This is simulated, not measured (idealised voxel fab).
Module name: voxel self aligned vias (process module)
Xsec cut, 295 nm wide, square cell size 5 nm.
How to read a cross-section here: the picture is a grid of square cells, written as bands going from the top down, and any band can span one or more rows of cells.
In this notation a band is specified by the heights of its top and bottom, in that order and in nm, after which its materials appear from left to right, each paired with its width in nm. The word "edge to edge" attached to a single material means that material fills the band from edge to edge; the word "blank" stands for empty space.
Heights from 0 (as-received wafer is one material below). Bottom band endless downward, as "z 0 and below".
Width "30->40": first value at the band's top row of cells, second value at its bottom row, equal change from row to row.
"nothing changed" (step): cross-section cells unchanged, all of them.
Heads up: "Cavities, sealed" only lists the empty pockets with no open path to the top that are 8 cells or more, and it writes them as width x height at distance, distance from the left edge, in nm.
What comes after the settings on a step's line is commentary from the simulator itself on that step.
overlay nm: how far to the right of its planned place the mask lay on this masked step (negative: to the left).

**Process steps (planned)**
1) op RECEIVE | material Si
2) op CONFORMAL_DEP | material SiO2 | thk nm 10
3) op CONFORMAL_DEP | material SiCN | thk nm 5
4) op DIRECTIONAL_DEP | material lowk | thk nm 30
5) op DIRECTIONAL_DEP | material aC | thk nm 10
6) op PATTERN | tone open | mask id LINES | material resist | width nm 20 | pitch nm 55 | thk nm 25 | overlay nm 0
7) op DIRECTIONAL_ETCH | etch materials aC | depth nm 10
8) op STRIP | etch materials resist
9) op DIRECTIONAL_ETCH | etch materials lowk | depth nm 30
10) op STRIP | etch materials aC
11) op CONFORMAL_DEP | material TiN | thk nm 5
12) op FILL_DEP | material Ru | thk nm 5
13) op CMP | height nm 45
14) op SELECTIVE_ETCH | etch materials W Ru TiN | depth nm 5
15) op FILL_DEP | material SiN | thk nm 5
16) op CMP | height nm 45
17) op DIRECTIONAL_DEP | material lowk | thk nm 15
18) op DIRECTIONAL_DEP | material aC | thk nm 15
19) op PATTERN | tone open | mask id VIAS | material resist | width nm 30 | thk nm 30 | overlay nm 0
20) op DIRECTIONAL_ETCH | etch materials aC | depth nm 15
21) op STRIP | etch materials resist
22) op DIRECTIONAL_ETCH | etch materials lowk | depth nm 15
23) op DIRECTIONAL_ETCH | etch materials SiN | depth nm 5
24) op STRIP | etch materials aC
25) op CONFORMAL_DEP | material TiN | thk nm 5
26) op FILL_DEP | material Cu | thk nm 5
27) op CMP | height nm 60
28) op CONFORMAL_DEP | material SiN | thk nm 5

**Cross-section of the wafer at receipt, which is the condition after step 1**
z 0 and below = Si edge to edge
Cavities, sealed: none

**First of two wafers at the end of the module, shown in cross-section; run carried out as planned**
z 65 to 60 = SiN edge to edge
z 60 to 50 = lowk 105  TiN 5  Cu 20  TiN 5  lowk 160
z 50 to 45 = lowk 105  TiN 10  Cu 10  TiN 10  lowk 160
z 45 to 40 = lowk 110  TiN 20  lowk 35  SiN 20  lowk 110
z 40 to 20 = lowk 110  TiN 5  Ru 10  TiN 5  lowk 35  TiN 5  Ru 10  TiN 5  lowk 110
z 20 to 15 = lowk 110  TiN 20  lowk 35  TiN 20  lowk 110
z 15 to 10 = SiCN edge to edge
z 10 to 0 = SiO2 edge to edge
z 0 and below = Si edge to edge
Cavities, sealed: none

**Wafer two cross-section, module end. Start and plan unchanged from wafer one; one mistake made during the run**
z 65 to 60 = SiN edge to edge
z 60 to 45 = lowk 105  TiN 5  Cu 20  TiN 5  lowk 160
z 45 to 40 = SiN 105  TiN 30  SiN 160
z 40 to 35 = TiN 115  Ru 10  TiN 45  Ru 10  TiN 115
z 35 to 10 = lowk 110  TiN 5  Ru 10  TiN 5  lowk 35  TiN 5  Ru 10  TiN 5  lowk 110
z 10 to 5 = lowk 110  TiN 20  lowk 35  TiN 20  lowk 110
z 5 to 0 = SiCN edge to edge
z 0 and below = Si edge to edge
Cavities, sealed: none
Run error: step 2 of the plan never got run, it was skipped over
Final comparison by cell count, materials where the second wafer has more or fewer than the first: Cu +2, Ru +8, SiN +49, SiO2 -118, TiN +59
